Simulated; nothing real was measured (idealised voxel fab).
Documented hereafter: the process module known as voxel wiring stack.
Shown is cross-section cut, with a width of 260 nm and square cells of size 5 nm.
Cross-section layout: square cells on a grid; listed as bands, top to bottom; a band spans one or more cell rows. Quick guide to a band line: top height, bottom height (nm) up front; then every material left to right with its width in nm. Only one material and it's marked "throughout"? Then it fills the band edge to edge. And "blank" just means empty space. The level at which height equals 0 is the one under which the wafer, as it arrives, is entirely one material. No lower edge exists for the bottom band, which continues downward and is notated as in "0 and below". Width "30->40": first value at the band's top row of cells, second value at its bottom row, equal change from row to row. Any step labelled "nothing changed" changed none of the cells in the cross-section. Voids not open to the top, 8 cells minimum: see "Closed void list". Written width x height at distance; distance is from the left edge; nm. Note: text after step settings on the step line = simulator remark on that step. overlay nm: mask right of planned place by this much (step with mask). Neg. = left.
-- Process steps (planned)
| 1 | RECEIVE (material Si) |
| 2 | CONFORMAL_DEP (material SiO2; thk nm 10) |
| 3 | CONFORMAL_DEP (material SiN; thk nm 5) |
| 4 | DIRECTIONAL_DEP (material lowk; thk nm 20) |
| 5 | PATTERN (tone open; mask id METAL_1; material resist; width nm 20; pitch nm 40; thk nm 15; overlay nm 0) |
| 6 | DIRECTIONAL_ETCH (etch materials lowk; depth nm 20) |
| 7 | DIRECTIONAL_ETCH (etch materials SiN; depth nm 5) |
| 8 | STRIP (etch materials resist) |
| 9 | CONFORMAL_DEP (material TiN; thk nm 5) |
| 10 | FILL_DEP (material Cu; thk nm 10) |
| 11 | CMP (height nm 35) |
| 12 | EPI (material Ru; thk nm 5) |
| 13 | FILL_DEP (material SiCN; thk nm 5) |
| 14 | DIRECTIONAL_DEP (material SiO2; thk nm 15) |
| 15 | MASKED_ETCH (tone open; mask id PLUG_1; width nm 15; pitch nm 40; etch materials SiO2; depth nm 15; overlay nm 0) |
| 16 | MASKED_ETCH (tone open; mask id PLUG_1; width nm 15; pitch nm 40; etch materials SiCN; depth nm 5; overlay nm 0) |
| 17 | EPI (material Ru; thk nm 10) |
| 18 | EPI (material Ru; thk nm 10) |
| 19 | CONFORMAL_DEP (material SiN; thk nm 5) |
| 20 | DIRECTIONAL_DEP (material SiO2; thk nm 25) |
| 21 | PATTERN (tone open; mask id METAL_2; material resist; width nm 15; pitch nm 40; thk nm 15; overlay nm 0) |
| 22 | DIRECTIONAL_ETCH (etch materials SiO2; depth nm 25) |
| 23 | DIRECTIONAL_ETCH (etch materials SiN; depth nm 5) |
| 24 | STRIP (etch materials resist) |
| 25 | CONFORMAL_DEP (material TiN; thk nm 5) |
| 26 | FILL_DEP (material W; thk nm 5) |
| 27 | CMP (height nm 90) |
| 28 | EPI (material Ru; thk nm 5) |
| 29 | FILL_DEP (material SiCN; thk nm 5) |
| 30 | DIRECTIONAL_DEP (material lowk; thk nm 35) |
| 31 | MASKED_ETCH (tone open; mask id METAL_3; width nm 20; pitch nm 40; etch materials lowk; depth nm 20; overlay nm 0) |
| 32 | DIRECTIONAL_DEP (material aC; thk nm 15) |
| 33 | PATTERN (tone open; mask id METAL_3_HOLES; material resist; width nm 15; pitch nm 80; thk nm 35; overlay nm 0) |
| 34 | DIRECTIONAL_ETCH (etch materials aC; depth nm 15) |
| 35 | STRIP (etch materials resist) |
| 36 | DIRECTIONAL_ETCH (etch materials lowk; depth nm 15) |
| 37 | DIRECTIONAL_ETCH (etch materials SiCN; depth nm 5) |
| 38 | STRIP (etch materials aC) |
| 39 | CONFORMAL_DEP (material TiN; thk nm 5) |
| 40 | FILL_DEP (material Ru; thk nm 10) |
| 41 | CMP (height nm 135) |
| 42 | CONFORMAL_DEP (material SiCN; thk nm 5) |
The plan shows the width nm of step 21 as the first wafer had it; this setting differs between the wafers, which start out alike.
-- Cross-section: the first of several wafers in its as-received state, i.e. following step 1
> 0 and below: Si throughout
> Closed void list: none
-- Take a look at the first of several wafers in cross-section: the module is done, and step 42 was its last step
> 140 down to 135: SiCN throughout
> 135 down to 120: 60 nm lowk / 5 nm TiN / 10 nm Ru / 5 nm TiN / 20 nm lowk / 5 nm TiN / 10 nm Ru / 5 nm TiN / 20 nm lowk / 5 nm TiN / 10 nm Ru / 5 nm TiN / 20 nm lowk / 5 nm TiN / 10 nm Ru / 5 nm TiN / 60 nm lowk
> 120 down to 115: 60 nm lowk / 5 nm TiN / 5 nm Ru / 10 nm TiN / 20 nm lowk / 20 nm TiN / 20 nm lowk / 5 nm TiN / 5 nm Ru / 10 nm TiN / 20 nm lowk / 20 nm TiN / 60 nm lowk
> 115 down to 100: 60 nm lowk / 5 nm TiN / 5 nm Ru / 5 nm TiN / 65 nm lowk / 5 nm TiN / 5 nm Ru / 5 nm TiN / 105 nm lowk
> 100 down to 95: 60 nm SiCN / 15 nm TiN / 65 nm SiCN / 15 nm TiN / 105 nm SiCN
> 95 down to 90: 60 nm SiCN / 25 nm Ru / 15 nm SiCN / 25 nm Ru / 15 nm SiCN / 25 nm Ru / 15 nm SiCN / 25 nm Ru / 55 nm SiCN
> 90 down to 65: 65 nm SiO2 / 5 nm TiN / 5 nm W / 5 nm TiN / 25 nm SiO2 / 5 nm TiN / 5 nm W / 5 nm TiN / 25 nm SiO2 / 5 nm TiN / 5 nm W / 5 nm TiN / 25 nm SiO2 / 5 nm TiN / 5 nm W / 5 nm TiN / 60 nm SiO2
> 65 down to 60: 65 nm SiN / 15 nm TiN / 25 nm SiN / 15 nm TiN / 25 nm SiN / 15 nm TiN / 25 nm SiN / 15 nm TiN / 60 nm SiN
> 60 down to 45: 60 nm SiO2 / 15 nm Ru / 25 nm SiO2 / 15 nm Ru / 25 nm SiO2 / 15 nm Ru / 25 nm SiO2 / 15 nm Ru / 65 nm SiO2
> 45 down to 35: 60->55 nm SiCN / 15->30 nm Ru / 25->10 nm SiCN / 15->30 nm Ru / 25->10 nm SiCN / 15->30 nm Ru / 25->10 nm SiCN / 15->30 nm Ru / 65->55 nm SiCN
> 35 down to 15: 60 nm lowk / 5 nm TiN / 10 nm Cu / 5 nm TiN / 20 nm lowk / 5 nm TiN / 10 nm Cu / 5 nm TiN / 20 nm lowk / 5 nm TiN / 10 nm Cu / 5 nm TiN / 20 nm lowk / 5 nm TiN / 10 nm Cu / 5 nm TiN / 60 nm lowk
> 15 down to 10: 60 nm SiN / 20 nm TiN / 20 nm SiN / 20 nm TiN / 20 nm SiN / 20 nm TiN / 20 nm SiN / 20 nm TiN / 60 nm SiN
> 10 down to 0: SiO2 throughout
> 0 and below: Si throughout
> Closed void list: none
-- Showing the last wafer in cross-section at the end of the module
> 140 down to 135: SiCN throughout
> 135 down to 120: 60 nm lowk / 5 nm TiN / 10 nm Ru / 5 nm TiN / 20 nm lowk / 5 nm TiN / 10 nm Ru / 5 nm TiN / 20 nm lowk / 5 nm TiN / 10 nm Ru / 5 nm TiN / 20 nm lowk / 5 nm TiN / 10 nm Ru / 5 nm TiN / 60 nm lowk
> 120 down to 115: 60 nm lowk / 5 nm TiN / 5 nm Ru / 10 nm TiN / 20 nm lowk / 20 nm TiN / 20 nm lowk / 5 nm TiN / 5 nm Ru / 10 nm TiN / 20 nm lowk / 20 nm TiN / 60 nm lowk
> 115 down to 100: 60 nm lowk / 5 nm TiN / 5 nm Ru / 5 nm TiN / 65 nm lowk / 5 nm TiN / 5 nm Ru / 5 nm TiN / 105 nm lowk
> 100 down to 95: 60 nm SiCN / 15 nm TiN / 65 nm SiCN / 15 nm TiN / 105 nm SiCN
> 95 down to 90: 55 nm SiCN / 35 nm Ru / 5 nm SiCN / 35 nm Ru / 5 nm SiCN / 35 nm Ru / 5 nm SiCN / 35 nm Ru / 50 nm SiCN
> 90 down to 65: 60 nm SiO2 / 5 nm TiN / 15 nm W / 5 nm TiN / 15 nm SiO2 / 5 nm TiN / 15 nm W / 5 nm TiN / 15 nm SiO2 / 5 nm TiN / 15 nm W / 5 nm TiN / 15 nm SiO2 / 5 nm TiN / 15 nm W / 5 nm TiN / 55 nm SiO2
> 65 down to 60: 60 nm SiN / 25 nm TiN / 15 nm SiN / 25 nm TiN / 15 nm SiN / 25 nm TiN / 15 nm SiN / 25 nm TiN / 55 nm SiN
> 60 down to 45: 60 nm SiO2 / 15 nm Ru / 25 nm SiO2 / 15 nm Ru / 25 nm SiO2 / 15 nm Ru / 25 nm SiO2 / 15 nm Ru / 65 nm SiO2
> 45 down to 35: 60->55 nm SiCN / 15->30 nm Ru / 25->10 nm SiCN / 15->30 nm Ru / 25->10 nm SiCN / 15->30 nm Ru / 25->10 nm SiCN / 15->30 nm Ru / 65->55 nm SiCN
> 35 down to 15: 60 nm lowk / 5 nm TiN / 10 nm Cu / 5 nm TiN / 20 nm lowk / 5 nm TiN / 10 nm Cu / 5 nm TiN / 20 nm lowk / 5 nm TiN / 10 nm Cu / 5 nm TiN / 20 nm lowk / 5 nm TiN / 10 nm Cu / 5 nm TiN / 60 nm lowk
> 15 down to 10: 60 nm SiN / 20 nm TiN / 20 nm SiN / 20 nm TiN / 20 nm SiN / 20 nm TiN / 20 nm SiN / 20 nm TiN / 60 nm SiN
> 10 down to 0: SiO2 throughout
> 0 and below: Si throughout
> Closed void list: none
-- Each row below is a wafer at the end of the module, listing for every material the number of cells it has gained (+) or lost (-) since it was received, followed by its closed voids
width nm 15 | +32 Cu | +124 Ru | +198 SiCN | +76 SiN | +424 SiO2 | +156 TiN | +20 W | +426 lowk | Closed void list: none
width nm 20 | +32 Cu | +128 Ru | +194 SiCN | +72 SiN | +404 SiO2 | +160 TiN | +40 W | +426 lowk | Closed void list: none
width nm 25 | +32 Cu | +132 Ru | +190 SiCN | +68 SiN | +384 SiO2 | +164 TiN | +60 W | +426 lowk | Closed void list: none
